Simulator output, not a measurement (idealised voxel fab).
process module | voxel ribs on slabs
Square cell edge 5 nm, section width 160 nm, ID cut.
Notation: cross-section as square-cell grid; stated in bands, top first, going down; one or more cell rows per band.
A band entry consists of two parts. The first gives the height of the band's top and the height of its bottom, in nm. The rest lists the band's materials from left to right, each with its width in nm. A single material labelled with the word "full width" fills the band from edge to edge, and the word "empty" marks empty space.
Beneath 0, the wafer as received is one material, and that level is where height counting begins. The lowest band goes on downward without a bottom; it is written like "z 0 and below".
The expression "30->40" gives the width at the extremes of the band, the first number at its top row of cells and the second at its bottom row, with the width changing by equal amounts from each row to the next in between.
The cross-section has no changed cell in any step marked "stayed the same".
"Sealed-off cavities" specifies each empty space that is not open to the top and that occupies no fewer than 8 cells, using the form width x height at distance, the distance measured from the left edge and all three quantities in nm.
Post-settings text on a step line: simulator's own remark regarding the step.
overlay nm: on a step with a mask, how far right of its planned place the mask lay; negative means left.

Below is the list of planned process steps:
- 1: RECEIVE, material Si
- 2: DIRECTIONAL_DEP, material SiO2, thk nm 20
- 3: DIRECTIONAL_DEP, material polySi, thk nm 25
- 4: DIRECTIONAL_DEP, material aC, thk nm 10
- 5: PATTERN, tone cover, mask id RIB, material resist, width nm 30, thk nm 25, overlay nm 0
- 6: DIRECTIONAL_ETCH, etch materials aC, depth nm 10
- 7: STRIP, etch materials resist
- 8: DIRECTIONAL_ETCH, etch materials polySi, depth nm 5
- 9: STRIP, etch materials aC
- 10: DIRECTIONAL_DEP, material aC, thk nm 15
- 11: PATTERN, tone cover, mask id SLAB, material resist, width nm 80, thk nm 35, overlay nm 0
- 12: DIRECTIONAL_ETCH, etch materials aC, depth nm 15
- 13: STRIP, etch materials resist
- 14: DIRECTIONAL_ETCH, etch materials polySi, depth nm 20
- 15: STRIP, etch materials aC
- 16: FILL_DEP, material SiO2, thk nm 20
- 17: CMP, height nm 60
- 18: DIRECTIONAL_DEP, material W, thk nm 10
- 19: DIRECTIONAL_DEP, material aC, thk nm 15
- 20: PATTERN, tone cover, mask id HEATER, material resist, width nm 40, thk nm 30, overlay nm 0
- 21: DIRECTIONAL_ETCH, etch materials aC, depth nm 15
- 22: STRIP, etch materials resist
- 23: DIRECTIONAL_ETCH, etch materials W, depth nm 10
- 24: STRIP, etch materials aC
- 25: CONFORMAL_DEP, material SiO2, thk nm 10

What follows covers the first of two wafers; it ran as planned:

This is the cross-section of the wafer as we received it, i.e. after step 1:
	z 0 and below: Si full width
	Sealed-off cavities: none

Cross-section: wafer state after step 2:
	z 20 to 0: SiO2 full width
	Unchanged below 0.

Cross-section: wafer state after step 3:
	z 45 to 20: polySi full width
	Unchanged below 20.

Cross-section: wafer state after step 4:
	z 55 to 45: aC full width
	Unchanged below 45.

Cross-section: wafer state after step 5:
	z 80 to 55: empty: 65  resist: 30  empty: 65
	Unchanged below 55.

Cross-section: wafer state after step 6:
	z 70 to 55: empty: 65  resist: 30  empty: 65
	z 55 to 45: empty: 65  aC: 30  empty: 65
	Unchanged below 45.

Cross-section: wafer state after step 7:
	z 55 to 45: empty: 65  aC: 30  empty: 65
	Unchanged below 45.

Cross-section: wafer state after step 8:
	z 55 to 45: empty: 65  aC: 30  empty: 65
	z 45 to 40: empty: 65  polySi: 30  empty: 65
	Unchanged below 40.

Cross-section: wafer state after step 9:
	z 45 to 40: empty: 65  polySi: 30  empty: 65
	Unchanged below 40.

Cross-section: wafer state after step 10:
	z 60 to 55: empty: 65  aC: 30  empty: 65
	z 55 to 45: aC full width
	z 45 to 40: aC: 65  polySi: 30  aC: 65
	Unchanged below 40.

Cross-section: wafer state after step 11:
	z 95 to 60: empty: 40  resist: 80  empty: 40
	z 60 to 55: empty: 40  resist: 25  aC: 30  resist: 25  empty: 40
	Unchanged below 55.

Cross-section: wafer state after step 12:
	z 80 to 60: empty: 40  resist: 80  empty: 40
	z 60 to 55: empty: 40  resist: 25  aC: 30  resist: 25  empty: 40
	z 55 to 45: empty: 40  aC: 80  empty: 40
	z 45 to 40: empty: 40  aC: 25  polySi: 30  aC: 25  empty: 40
	Unchanged below 40.

Cross-section: wafer state after step 13:
	z 60 to 55: empty: 65  aC: 30  empty: 65
	Unchanged below 55.

Cross-section: wafer state after step 14:
	z 60 to 55: empty: 65  aC: 30  empty: 65
	z 55 to 45: empty: 40  aC: 80  empty: 40
	z 45 to 40: empty: 40  aC: 25  polySi: 30  aC: 25  empty: 40
	z 40 to 20: empty: 40  polySi: 80  empty: 40
	Unchanged below 20.

Cross-section: wafer state after step 15:
	z 45 to 40: empty: 65  polySi: 30  empty: 65
	Unchanged below 40.

Cross-section: wafer state after step 16:
	z 65 to 45: SiO2 full width
	z 45 to 40: SiO2: 65  polySi: 30  SiO2: 65
	z 40 to 20: SiO2: 40  polySi: 80  SiO2: 40
	Unchanged below 20.

Cross-section: wafer state after step 17:
	z 60 to 45: SiO2 full width
	Unchanged below 45.

Cross-section: wafer state after step 18:
	z 70 to 60: W full width
	Unchanged below 60.

Cross-section: wafer state after step 19:
	z 85 to 70: aC full width
	Unchanged below 70.

Cross-section: wafer state after step 20:
	z 115 to 85: empty: 60  resist: 40  empty: 60
	Unchanged below 85.

Cross-section: wafer state after step 21:
	z 100 to 85: empty: 60  resist: 40  empty: 60
	z 85 to 70: empty: 60  aC: 40  empty: 60
	Unchanged below 70.

Cross-section: wafer state after step 22:
	z 85 to 70: empty: 60  aC: 40  empty: 60
	Unchanged below 70.

Cross-section: wafer state after step 23:
	z 85 to 70: empty: 60  aC: 40  empty: 60
	z 70 to 60: empty: 60  W: 40  empty: 60
	Unchanged below 60.

Cross-section: wafer state after step 24:
	z 70 to 60: empty: 60  W: 40  empty: 60
	Unchanged below 60.

Cross-section: wafer state after step 25:
	z 80 to 70: empty: 50  SiO2: 60  empty: 50
	z 70 to 60: SiO2: 60  W: 40  SiO2: 60
	Unchanged below 60.

Okay, second wafer. Nothing different at the start, nothing different in the plan, just one mistake somewhere in the running. As far as step 4, counting that step, it's the first wafer all over again:

Second wafer, section view, time point: scheduled end of step 5:
	z 80 to 55: empty: 70  resist: 30  empty: 60
	Unchanged below 55.

Second wafer, section view, time point: scheduled end of step 6:
	z 70 to 55: empty: 70  resist: 30  empty: 60
	z 55 to 45: empty: 70  aC: 30  empty: 60
	Unchanged below 45.

Second wafer, section view, time point: scheduled end of step 7:
	z 55 to 45: empty: 70  aC: 30  empty: 60
	Unchanged below 45.

Second wafer, section view, time point: scheduled end of step 8:
	z 55 to 45: empty: 70  aC: 30  empty: 60
	z 45 to 40: empty: 70  polySi: 30  empty: 60
	Unchanged below 40.

Second wafer, section view, time point: scheduled end of step 9:
	z 45 to 40: empty: 70  polySi: 30  empty: 60
	Unchanged below 40.

Second wafer, section view, time point: scheduled end of step 10:
	z 60 to 55: empty: 70  aC: 30  empty: 60
	z 55 to 45: aC full width
	z 45 to 40: aC: 70  polySi: 30  aC: 60
	Unchanged below 40.

Second wafer, section view, time point: scheduled end of step 11:
	z 95 to 60: empty: 40  resist: 80  empty: 40
	z 60 to 55: empty: 40  resist: 30  aC: 30  resist: 20  empty: 40
	Unchanged below 55.

Second wafer, section view, time point: scheduled end of step 12:
	z 80 to 60: empty: 40  resist: 80  empty: 40
	z 60 to 55: empty: 40  resist: 30  aC: 30  resist: 20  empty: 40
	z 55 to 45: empty: 40  aC: 80  empty: 40
	z 45 to 40: empty: 40  aC: 30  polySi: 30  aC: 20  empty: 40
	Unchanged below 40.

Second wafer, section view, time point: scheduled end of step 13:
	z 60 to 55: empty: 70  aC: 30  empty: 60
	Unchanged below 55.

Second wafer, section view, time point: scheduled end of step 14:
	z 60 to 55: empty: 70  aC: 30  empty: 60
	z 55 to 45: empty: 40  aC: 80  empty: 40
	z 45 to 40: empty: 40  aC: 30  polySi: 30  aC: 20  empty: 40
	z 40 to 20: empty: 40  polySi: 80  empty: 40
	Unchanged below 20.

Second wafer, section view, time point: scheduled end of step 15:
	z 45 to 40: empty: 70  polySi: 30  empty: 60
	Unchanged below 40.

Second wafer, section view, time point: scheduled end of step 16:
	z 65 to 45: SiO2 full width
	z 45 to 40: SiO2: 70  polySi: 30  SiO2: 60
	z 40 to 20: SiO2: 40  polySi: 80  SiO2: 40
	Unchanged below 20.

Second wafer, section view, time point: scheduled end of step 17:
	z 60 to 45: SiO2 full width
	Unchanged below 45.

Second wafer, section view, time point: scheduled end of step 18:
	z 70 to 60: W full width
	Unchanged below 60.

Second wafer, section view, time point: scheduled end of step 19:
	z 85 to 70: aC full width
	Unchanged below 70.

Second wafer, section view, time point: scheduled end of step 20:
	z 115 to 85: empty: 60  resist: 40  empty: 60
	Unchanged below 85.

Second wafer, section view, time point: scheduled end of step 21:
	z 100 to 85: empty: 60  resist: 40  empty: 60
	z 85 to 70: empty: 60  aC: 40  empty: 60
	Unchanged below 70.

Second wafer, section view, time point: scheduled end of step 22:
	z 85 to 70: empty: 60  aC: 40  empty: 60
	Unchanged below 70.

Second wafer, section view, time point: scheduled end of step 23:
	z 85 to 70: empty: 60  aC: 40  empty: 60
	z 70 to 60: empty: 60  W: 40  empty: 60
	Unchanged below 60.

Second wafer, section view, time point: scheduled end of step 24:
	z 70 to 60: empty: 60  W: 40  empty: 60
	Unchanged below 60.

Second wafer, section view, time point: scheduled end of step 25:
	z 80 to 70: empty: 50  SiO2: 60  empty: 50
	z 70 to 60: SiO2: 60  W: 40  SiO2: 60
	Unchanged below 60.
Want to know what went wrong? heads up, step 5 didn't go per plan, it actually ran as PATTERN, tone cover, mask id RIB, material resist, width nm 30, thk nm 25, overlay nm 5
Final wafers compared: equal cell tally per material, rearranged layout.
